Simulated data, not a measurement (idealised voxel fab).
Process module name: voxel transistor to metal
Section shown: cut. Width: 285 nm. Cell size: 5 nm, square.
If you're reading a cross-section in this doc, picture square cells in a grid; it comes to you as bands, top ones listed first down to the bottom, and a band can be one or more rows of cells.
Each band's line starts with the height of the band's top and of its bottom, in nm. Then come its materials from left to right, each with its width in nm. One material with "throughout" fills the band from edge to edge. "empty" is empty space.
Below 0: as-received wafer, all one material; heights counted from there. Lowest band: no bottom, goes on down, written "0 and below".
A two-number width, for instance "30..40", indicates that the width is equal to the first number in the top row of the band and to the second number in the bottom row, and that it changes by a constant amount per row of cells.
Take "no change" at face value: in the step it is given for, the cross-section changed in none of its cells.
Closed empty spaces (no open way to the top) of 8 cells or more are what "Closed void inventory" lists, each as width x height at distance from the left edge, nm for all three.
Heads up: the bit after the settings on a step's line is the simulator's remark on that step.
overlay nm: right-of-plan distance of the mask on a masked step; negative values mean left-of-plan.
This section lists the process steps that were planned
| 1 | RECEIVE: material Si |
| 2 | OXIDIZE: depth nm 5 |
| 3 | CONFORMAL_DEP: material SiN, thk nm 15 |
| 4 | DIRECTIONAL_DEP: material aC, thk nm 10 |
| 5 | PATTERN: tone cover, mask id ACTIVE, material resist, width nm 105, pitch nm 130, thk nm 30, overlay nm 0 |
| 6 | DIRECTIONAL_ETCH: etch materials aC, depth nm 10 |
| 7 | STRIP: etch materials resist |
| 8 | DIRECTIONAL_ETCH: etch materials SiN, depth nm 15 |
| 9 | DIRECTIONAL_ETCH: etch materials SiO2, depth nm 5 |
| 10 | DIRECTIONAL_ETCH: etch materials Si, depth nm 25 |
| 11 | STRIP: etch materials aC |
| 12 | FILL_DEP: material SiO2, thk nm 15 |
| 13 | CMP: height nm 15 |
| 14 | SELECTIVE_ETCH: etch materials SiO2, depth nm 5 |
| 15 | STRIP: etch materials SiN |
| 16 | SELECTIVE_ETCH: etch materials SiO2, depth nm 5 |
| 17 | OXIDIZE: depth nm 5 |
| 18 | DIRECTIONAL_DEP: material polySi, thk nm 30 |
| 19 | DIRECTIONAL_DEP: material SiCN, thk nm 15 |
| 20 | MASKED_ETCH: tone cover, mask id GATE, width nm 35, pitch nm 130, etch materials SiCN, depth nm 25, overlay nm 0 |
| 21 | MASKED_ETCH: tone cover, mask id GATE, width nm 35, pitch nm 130, etch materials polySi, depth nm 40, overlay nm 0 |
| 22 | CONFORMAL_DEP: material SiN, thk nm 10 |
| 23 | DIRECTIONAL_ETCH: etch materials SiN, depth nm 10 |
| 24 | DIRECTIONAL_ETCH: etch materials SiO2, depth nm 5 |
| 25 | DIRECTIONAL_ETCH: etch materials Si, depth nm 15 |
| 26 | EPI: material SiGe, thk nm 20 |
| 27 | FILL_DEP: material SiO2, thk nm 10 |
| 28 | CMP: height nm 25 |
| 29 | STRIP: etch materials polySi |
| 30 | SELECTIVE_ETCH: etch materials SiO2, depth nm 5 |
| 31 | CONFORMAL_DEP: material HfO2, thk nm 5 |
| 32 | CONFORMAL_DEP: material TiN, thk nm 5 |
| 33 | FILL_DEP: material W, thk nm 5 |
| 34 | CMP: height nm 20 |
| 35 | DIRECTIONAL_DEP: material SiO2, thk nm 10 |
| 36 | PATTERN: tone open, mask id CONTACT, material resist, width nm 15, thk nm 15, overlay nm 0 |
| 37 | DIRECTIONAL_ETCH: etch materials SiO2, depth nm 20 |
| 38 | STRIP: etch materials resist |
| 39 | CONFORMAL_DEP: material TiN, thk nm 5 |
| 40 | FILL_DEP: material Ru, thk nm 10 |
| 41 | CMP: height nm 30 |
| 42 | DIRECTIONAL_DEP: material TiN, thk nm 5 |
| 43 | DIRECTIONAL_DEP: material W, thk nm 15 |
| 44 | DIRECTIONAL_DEP: material aC, thk nm 15 |
| 45 | PATTERN: tone cover, mask id METAL_1, material resist, width nm 15, thk nm 30, overlay nm 0 |
| 46 | DIRECTIONAL_ETCH: etch materials aC, depth nm 15 |
| 47 | STRIP: etch materials resist |
| 48 | DIRECTIONAL_ETCH: etch materials W, depth nm 15 |
| 49 | DIRECTIONAL_ETCH: etch materials TiN, depth nm 5 |
| 50 | STRIP: etch materials aC |
| 51 | FILL_DEP: material SiO2, thk nm 5 |
| 52 | CMP: height nm 50 |
| 53 | CONFORMAL_DEP: material SiCN, thk nm 5 |
| 54 | DIRECTIONAL_DEP: material lowk, thk nm 25 |
| 55 | MASKED_ETCH: tone open, mask id METAL_2, width nm 15, pitch nm 130, etch materials lowk, depth nm 15, overlay nm 0 |
| 56 | DIRECTIONAL_DEP: material aC, thk nm 15 |
| 57 | PATTERN: tone open, mask id METAL_2_HOLES, material resist, width nm 15, pitch nm 130, thk nm 30, overlay nm 0 |
| 58 | DIRECTIONAL_ETCH: etch materials aC, depth nm 15 |
| 59 | STRIP: etch materials resist |
| 60 | DIRECTIONAL_ETCH: etch materials lowk, depth nm 10 |
| 61 | DIRECTIONAL_ETCH: etch materials SiCN, depth nm 5 |
| 62 | STRIP: etch materials aC |
| 63 | CONFORMAL_DEP: material TiN, thk nm 5 |
| 64 | FILL_DEP: material Cu, thk nm 5 |
| 65 | CMP: height nm 80 |
| 66 | CONFORMAL_DEP: material SiCN, thk nm 5 |
As received (post step 1): cross-section
> 0 and below = Si throughout
> Closed void inventory: none
End state of the module in cross-section, given the above starting point and plan and one mistake in execution
> 85 down to 80 = SiCN throughout
> 80 down to 55 = 30 nm lowk, then 5 nm TiN, then 5 nm Cu, then 5 nm TiN, then 115 nm lowk, then 5 nm TiN, then 5 nm Cu, then 5 nm TiN, then 110 nm lowk
> 55 down to 50 = 30 nm SiCN, then 15 nm TiN, then 115 nm SiCN, then 15 nm TiN, then 110 nm SiCN
> 50 down to 35 = 30 nm SiO2, then 15 nm W, then 65 nm SiO2, then 15 nm W, then 35 nm SiO2, then 15 nm W, then 65 nm SiO2, then 15 nm W, then 30 nm SiO2
> 35 down to 30 = 30 nm SiO2, then 15 nm TiN, then 65 nm SiO2, then 15 nm TiN, then 35 nm SiO2, then 15 nm TiN, then 65 nm SiO2, then 15 nm TiN, then 30 nm SiO2
> 30 down to 25 = 25 nm Ru, then 5 nm TiN, then 15 nm SiO2, then 5 nm TiN, then 55 nm Ru, then 5 nm TiN, then 15 nm SiO2, then 5 nm TiN, then 25 nm Ru, then 5 nm TiN, then 15 nm SiO2, then 5 nm TiN, then 55 nm Ru, then 5 nm TiN, then 15 nm SiO2, then 5 nm TiN, then 25 nm Ru
> 25 down to 20 = 25 nm Ru, then 5 nm TiN, then 15 nm SiO2, then 65 nm TiN, then 15 nm SiO2, then 5 nm TiN, then 25 nm Ru, then 5 nm TiN, then 15 nm SiO2, then 65 nm TiN, then 15 nm SiO2, then 5 nm TiN, then 25 nm Ru
> 20 down to 15 = 25 nm Ru, then 5 nm TiN, then 15 nm SiO2, then 5 nm TiN, then 10 nm SiN, then 5 nm HfO2, then 5 nm TiN, then 15 nm W, then 5 nm TiN, then 5 nm HfO2, then 10 nm SiN, then 5 nm TiN, then 15 nm SiO2, then 5 nm TiN, then 25 nm Ru, then 5 nm TiN, then 15 nm SiO2, then 5 nm TiN, then 10 nm SiN, then 5 nm HfO2, then 5 nm TiN, then 15 nm W, then 5 nm TiN, then 5 nm HfO2, then 10 nm SiN, then 5 nm TiN, then 15 nm SiO2, then 5 nm TiN, then 25 nm Ru
> 15 down to 10 = 30 nm TiN, then 15 nm SiO2, then 5 nm TiN, then 10 nm SiN, then 5 nm HfO2, then 5 nm TiN, then 15 nm W, then 5 nm TiN, then 5 nm HfO2, then 10 nm SiN, then 5 nm TiN, then 15 nm SiO2, then 35 nm TiN, then 15 nm SiO2, then 5 nm TiN, then 10 nm SiN, then 5 nm HfO2, then 5 nm TiN, then 15 nm W, then 5 nm TiN, then 5 nm HfO2, then 10 nm SiN, then 5 nm TiN, then 15 nm SiO2, then 30 nm TiN
> 10 down to 5 = 25 nm SiO2, then 25 nm SiGe, then 10 nm SiN, then 5 nm HfO2, then 5 nm TiN, then 15 nm W, then 5 nm TiN, then 5 nm HfO2, then 10 nm SiN, then 25 nm SiGe, then 25 nm SiO2, then 25 nm SiGe, then 10 nm SiN, then 5 nm HfO2, then 5 nm TiN, then 15 nm W, then 5 nm TiN, then 5 nm HfO2, then 10 nm SiN, then 25 nm SiGe, then 25 nm SiO2
> 5 down to 0 = 20 nm SiO2, then 10 nm SiN, then 20 nm SiGe, then 10 nm SiN, then 5 nm HfO2, then 5 nm TiN, then 15 nm W, then 5 nm TiN, then 5 nm HfO2, then 10 nm SiN, then 20 nm SiGe, then 10 nm SiN, then 15 nm SiO2, then 10 nm SiN, then 20 nm SiGe, then 10 nm SiN, then 5 nm HfO2, then 5 nm TiN, then 15 nm W, then 5 nm TiN, then 5 nm HfO2, then 10 nm SiN, then 20 nm SiGe, then 10 nm SiN, then 20 nm SiO2
> 0 down to -5 = 20 nm SiO2, then 10 nm SiN, then 20 nm SiGe, then 10 nm SiN, then 5 nm HfO2, then 25 nm TiN, then 5 nm HfO2, then 10 nm SiN, then 20 nm SiGe, then 10 nm SiN, then 15 nm SiO2, then 10 nm SiN, then 20 nm SiGe, then 10 nm SiN, then 5 nm HfO2, then 25 nm TiN, then 5 nm HfO2, then 10 nm SiN, then 20 nm SiGe, then 10 nm SiN, then 20 nm SiO2
> -5 down to -10 = 30 nm SiO2, then 20 nm SiGe, then 5 nm SiO2, then 45 nm HfO2, then 5 nm SiO2, then 20 nm SiGe, then 35 nm SiO2, then 20 nm SiGe, then 5 nm SiO2, then 45 nm HfO2, then 5 nm SiO2, then 20 nm SiGe, then 30 nm SiO2
> -10 down to -25 = 25 nm SiO2, then 5 nm Si, then 20 nm SiGe, then 55 nm Si, then 20 nm SiGe, then 5 nm Si, then 25 nm SiO2, then 5 nm Si, then 20 nm SiGe, then 55 nm Si, then 20 nm SiGe, then 5 nm Si, then 25 nm SiO2
> -25 down to -30 = 25 nm SiO2, then 105 nm Si, then 25 nm SiO2, then 105 nm Si, then 25 nm SiO2
> -30 and below = Si throughout
> Closed void inventory: none
Processing error: step 36 deviated from plan and actually ran as PATTERN: tone cover, mask id CONTACT, material resist, width nm 15, thk nm 15, overlay nm 0
